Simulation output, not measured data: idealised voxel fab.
The following process module bears the name voxel gate over fins.
FYI the section here is cut, 175 nm wide, cells are 5 nm squares.
Cross-section layout: square cells on a grid; listed as bands, top to bottom; a band spans one or more cell rows.
Read a band's entry like this: the first values are the height of its top and the height of its bottom in nm, and what follows is the sequence of materials from left to right, each with its width in nm. Note that "air" is empty space, and that a single material marked "everywhere" reaches across the band from edge to edge.
Basically, 0 is our baseline, since under it the wafer straight out of the box is all one material. The bottom band has no lower end and keeps on going down, so it looks like "0 down".
A width such as "30 to 40" changes by the same amount from each row of cells to the next, from the band's top row to its bottom row.
Given "remained the same" for a step, no cell of the cross-section differs between before and after that step.
Listed in "Enclosed cavity list": every empty space of 8 or more cells without an open way to the top. Form: width x height at distance, the distance being from the left edge, all in nm.
It should be noted that, on the line of a given step, the content following the step's settings is a remark produced by the simulator itself with respect to that step.
"overlay nm", when on a step's line for a step with a mask, measures how far to the right of its planned place the mask lay; a negative measure means to the left.
Each pair of cross-sections that follows straddles one process step: the one shows the state before the step, the other the state after it, down to the lowest band that changed and no further. The step in question, and its settings, are given under the pair. Note that a pair is not necessarily a continuation of the pair above it, since pairs can come from different runs of this module on the same starting wafer; it is a continuation only where its entry headed "Cross-section, before" says so.
## Cross-section, before
  20 to 5: aC everywhere
  5 to 0: SiCN everywhere
  0 down: Si everywhere
  Enclosed cavity list: none
## Step Outcome
  55 to 20: air: 60  resist: 15  air: 20  resist: 15  air: 65
  Below 20, the layers are the same as they were.
  Enclosed cavity list: none
Between before and after, shown above: PATTERN (tone cover; mask id FINS; material resist; width nm 15; pitch nm 35; thk nm 35; overlay nm 0)
Cross-section, before: cross-section not repeated; it is the one shown after the step in the pair just above.
## Step Outcome
  40 to 20: air: 60  resist: 15  air: 20  resist: 15  air: 65
  20 to 5: air: 60  aC: 15  air: 20  aC: 15  air: 65
  Below 5, the layers are the same as they were.
  Enclosed cavity list: none
Between before and after, shown above: DIRECTIONAL_ETCH (etch materials aC; depth nm 15)
Cross-section, before: cross-section not repeated; it is the one shown after the step in the pair just above.
## Step Outcome
  20 to 5: air: 60  aC: 15  air: 20  aC: 15  air: 65
  Below 5, the layers are the same as they were.
  Enclosed cavity list: none
Between before and after, shown above: STRIP (etch materials resist)
Cross-section, before: cross-section not repeated; it is the one shown after the step in the pair just above.
## Step Outcome
  5 to 0: SiCN everywhere
  Below 0, the layers are the same as they were.
  Enclosed cavity list: none
Between before and after, shown above: STRIP (etch materials aC)
Cross-section, before: cross-section not repeated; it is the one shown after the step in the pair just above.
## Step Outcome
  10 to 5: SiO2 everywhere
  Below 5, the layers are the same as they were.
  Enclosed cavity list: none
Between before and after, shown above: FILL_DEP (material SiO2; thk nm 5)
Cross-section, before: cross-section not repeated; it is the one shown after the step in the pair just above.
## Step Outcome
  5 to 0: SiCN everywhere
  Below 0, the layers are the same as they were.
  Enclosed cavity list: none
Between before and after, shown above: CMP (height nm 5)
Cross-section, before: cross-section not repeated; it is the one shown after the step in the pair just above.
## Step Outcome
  10 to 5: HfO2 everywhere
  Below 5, the layers are the same as they were.
  Enclosed cavity list: none
Between before and after, shown above: CONFORMAL_DEP (material HfO2; thk nm 5)
Cross-section, before: cross-section not repeated; it is the one shown after the step in the pair just above.
## Step Outcome
  15 to 10: TiN everywhere
  Below 10, the layers are the same as they were.
  Enclosed cavity list: none
Between before and after, shown above: CONFORMAL_DEP (material TiN; thk nm 5)
Cross-section, before: cross-section not repeated; it is the one shown after the step in the pair just above.
## Step Outcome
  25 to 15: W everywhere
  Below 15, the layers are the same as they were.
  Enclosed cavity list: none
Between before and after, shown above: FILL_DEP (material W; thk nm 10)
Cross-section, before: cross-section not repeated; it is the one shown after the step in the pair just above.
## Step Outcome
  15 to 10: TiN everywhere
  Below 10, the layers are the same as they were.
  Enclosed cavity list: none
Between before and after, shown above: CMP (height nm 15)
Cross-section, before: cross-section not repeated; it is the one shown after the step in the pair just above.
## Step Outcome
  25 to 15: SiCN everywhere
  Below 15, the layers are the same as they were.
  Enclosed cavity list: none
Between before and after, shown above: CONFORMAL_DEP (material SiCN; thk nm 10)
## Cross-section, before
  20 to 5: aC everywhere
  5 to 0: SiN everywhere
  0 down: Si everywhere
  Enclosed cavity list: none
## Step Outcome
  55 to 20: resist: 60  air: 15  resist: 20  air: 15  resist: 65
  Below 20, the layers are the same as they were.
  Enclosed cavity list: none
Between before and after, shown above: PATTERN (tone open; mask id FINS; material resist; width nm 15; pitch nm 35; thk nm 35; overlay nm 0)
Cross-section, before: cross-section not repeated; it is the one shown after the step in the pair just above.
## Step Outcome
  40 to 20: resist: 60  air: 15  resist: 20  air: 15  resist: 65
  20 to 5: aC: 60  air: 15  aC: 20  air: 15  aC: 65
  Below 5, the layers are the same as they were.
  Enclosed cavity list: none
Between before and after, shown above: DIRECTIONAL_ETCH (etch materials aC; depth nm 15)
Cross-section, before: cross-section not repeated; it is the one shown after the step in the pair just above.
## Step Outcome
  20 to 5: aC: 60  air: 15  aC: 20  air: 15  aC: 65
  Below 5, the layers are the same as they were.
  Enclosed cavity list: none
Between before and after, shown above: STRIP (etch materials resist)
Cross-section, before: cross-section not repeated; it is the one shown after the step in the pair just above.
## Step Outcome
  20 to 5: aC: 60  air: 15  aC: 20  air: 15  aC: 65
  5 to 0: SiN: 60  air: 15  SiN: 20  air: 15  SiN: 65
  Below 0, the layers are the same as they were.
  Enclosed cavity list: none
Between before and after, shown above: DIRECTIONAL_ETCH (etch materials SiN; depth nm 5)
Cross-section, before: cross-section not repeated; it is the one shown after the step in the pair just above.
## Step Outcome
  20 to 5: aC: 60  air: 15  aC: 20  air: 15  aC: 65
  5 to 0: SiN: 60  air: 15  SiN: 20  air: 15  SiN: 65
  0 to -30: Si: 60  air: 15  Si: 20  air: 15  Si: 65
  Below -30, the layers are the same as they were.
  Enclosed cavity list: none
Between before and after, shown above: DIRECTIONAL_ETCH (etch materials Si; depth nm 30)
Cross-section, before: cross-section not repeated; it is the one shown after the step in the pair just above.
## Step Outcome
  5 to 0: SiN: 60  air: 15  SiN: 20  air: 15  SiN: 65
  Below 0, the layers are the same as they were.
  Enclosed cavity list: none
Between before and after, shown above: STRIP (etch materials aC)
Cross-section, before: cross-section not repeated; it is the one shown after the step in the pair just above.
## Step Outcome
  10 to 5: SiO2 everywhere
  5 to 0: SiN: 60  SiO2: 15  SiN: 20  SiO2: 15  SiN: 65
  0 to -30: Si: 60  SiO2: 15  Si: 20  SiO2: 15  Si: 65
  Below -30, the layers are the same as they were.
  Enclosed cavity list: none
Between before and after, shown above: FILL_DEP (material SiO2; thk nm 5)
Cross-section, before: cross-section not repeated; it is the one shown after the step in the pair just above.
## Step Outcome
  5 to 0: SiN: 60  SiO2: 15  SiN: 20  SiO2: 15  SiN: 65
  Below 0, the layers are the same as they were.
  Enclosed cavity list: none
Between before and after, shown above: CMP (height nm 5)
Cross-section, before: cross-section not repeated; it is the one shown after the step in the pair just above.
## Step Outcome
  5 to 0: SiN: 60  air: 15  SiN: 20  air: 15  SiN: 65
  0 to -15: Si: 60  air: 15  Si: 20  air: 15  Si: 65
  Below -15, the layers are the same as they were.
  Enclosed cavity list: none
Between before and after, shown above: SELECTIVE_ETCH (etch materials SiO2; depth nm 20)
Cross-section, before: cross-section not repeated; it is the one shown after the step in the pair just above.
## Step Outcome
  0 to -15: Si: 60  air: 15  Si: 20  air: 15  Si: 65
  Below -15, the layers are the same as they were.
  Enclosed cavity list: none
Between before and after, shown above: STRIP (etch materials SiN)
Cross-section, before: cross-section not repeated; it is the one shown after the step in the pair just above.
## Step Outcome
  5 to 0: HfO2: 65  air: 5  HfO2: 30  air: 5  HfO2: 70
  0 to -10: Si: 60  HfO2: 5  air: 5  HfO2: 5  Si: 20  HfO2: 5  air: 5  HfO2: 5  Si: 65
  -10 to -15: Si: 60  HfO2: 15  Si: 20  HfO2: 15  Si: 65
  Below -15, the layers are the same as they were.
  Enclosed cavity list: none
Between before and after, shown above: CONFORMAL_DEP (material HfO2; thk nm 5)
Cross-section, before: cross-section not repeated; it is the one shown after the step in the pair just above.
## Step Outcome
  10 to 5: TiN everywhere
  5 to 0: HfO2: 65  TiN: 5  HfO2: 30  TiN: 5  HfO2: 70
  0 to -10: Si: 60  HfO2: 5  TiN: 5  HfO2: 5  Si: 20  HfO2: 5  TiN: 5  HfO2: 5  Si: 65
  Below -10, the layers are the same as they were.
  Enclosed cavity list: none
Between before and after, shown above: CONFORMAL_DEP (material TiN; thk nm 5)
Cross-section, before: cross-section not repeated; it is the one shown after the step in the pair just above.
## Step Outcome
  20 to 10: W everywhere
  Below 10, the layers are the same as they were.
  Enclosed cavity list: none
Between before and after, shown above: FILL_DEP (material W; thk nm 10)
Cross-section, before: cross-section not repeated; it is the one shown after the step in the pair just above.
## Step Outcome
  15 to 10: W everywhere
  Below 10, the layers are the same as they were.
  Enclosed cavity list: none
Between before and after, shown above: CMP (height nm 15)
Cross-section, before: cross-section not repeated; it is the one shown after the step in the pair just above.
## Step Outcome
  25 to 15: SiCN everywhere
  Below 15, the layers are the same as they were.
  Enclosed cavity list: none
Between before and after, shown above: CONFORMAL_DEP (material SiCN; thk nm 10)
